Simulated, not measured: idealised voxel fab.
You're looking at the process module voxel spacer lines.
It is cross-section cut that appears here, measuring 235 nm in width, its square cells being 5 nm in size.
Notation: cross-section as square-cell grid; stated in bands, top first, going down; one or more cell rows per band.
Basically the band line says how high the top is and how high the bottom is, in nm, and then what's in it from left to right, every material with its width in nm. Empty space shows up as "air", and if a single material carries "all across" it runs the full band edge to edge.
Zero point of the height axis is 0; under it, received wafer = one material. Lowest band: continues down indefinitely, "from 0 down".
When a width is written as two numbers, as in "30->40", the first number is the width in the top row of cells of the band and the second is the width in its bottom row, and the width changes by the same amount from each row to the next.
A step reported as "changes: none" is a step in which no cell of the cross-section changed.
What "Voids lacking openings" gives you is every empty space of 8 cells or more that is cut off from the top. Each appears as width x height at distance, with the distance taken from the left edge and width, height and distance all in nm.
Past the settings on a step's line: simulator remark, on that step.
overlay nm: for a step with a mask, the amount by which the mask lay right of where it was planned; a negative amount means left of it.

**The steps planned for the process are as follows**
1,RECEIVE: material Si
2,CONFORMAL_DEP: material Al2O3, thk nm 10
3,DIRECTIONAL_DEP: material SiN, thk nm 15
4,DIRECTIONAL_DEP: material polySi, thk nm 20
5,PATTERN: tone cover, mask id MANDREL, material resist, width nm 15, pitch nm 70, thk nm 25, overlay nm 0
6,DIRECTIONAL_ETCH: etch materials polySi, depth nm 20
7,STRIP: etch materials resist
8,CONFORMAL_DEP: material SiO2, thk nm 15
9,DIRECTIONAL_ETCH: etch materials SiO2, depth nm 15
10,STRIP: etch materials polySi
11,DIRECTIONAL_ETCH: etch materials SiN, depth nm 15
12,STRIP: etch materials SiO2
13,FILL_DEP: material lowk, thk nm 5
14,CMP: height nm 25
Split variable: width nm, step 5. Plan value = first wafer. Wafers start alike.

**Cut through the first of several wafers as received, post step 1**
> from 0 down: Si all across
> Voids lacking openings: none

**At the end of the module, after its last step, step 14, the first of several wafers appears in cross-section as follows**
> from 25 to 10: lowk (60) | SiN (15) | lowk (15) | SiN (15) | lowk (25) | SiN (15) | lowk (15) | SiN (15) | lowk (60)
> from 10 to 0: Al2O3 all across
> from 0 down: Si all across
> Voids lacking openings: none

**Final wafer cross-section at module end**
> from 25 to 10: lowk (50) | SiN (15) | lowk (35) | SiN (15) | lowk (5) | SiN (15) | lowk (35) | SiN (15) | lowk (50)
> from 10 to 0: Al2O3 all across
> from 0 down: Si all across
> Voids lacking openings: none

**Per-wafer rows below. For each material: cells gained (+) or lost (-) since the wafer was received, as of end of module. Then: closed voids**
width nm 15; +94 Al2O3; +36 SiN; +105 lowk; Voids lacking openings: none
width nm 20; +94 Al2O3; +36 SiN; +105 lowk; Voids lacking openings: none
width nm 25; +94 Al2O3; +36 SiN; +105 lowk; Voids lacking openings: none
width nm 30; +94 Al2O3; +36 SiN; +105 lowk; Voids lacking openings: none
width nm 35; +94 Al2O3; +36 SiN; +105 lowk; Voids lacking openings: none
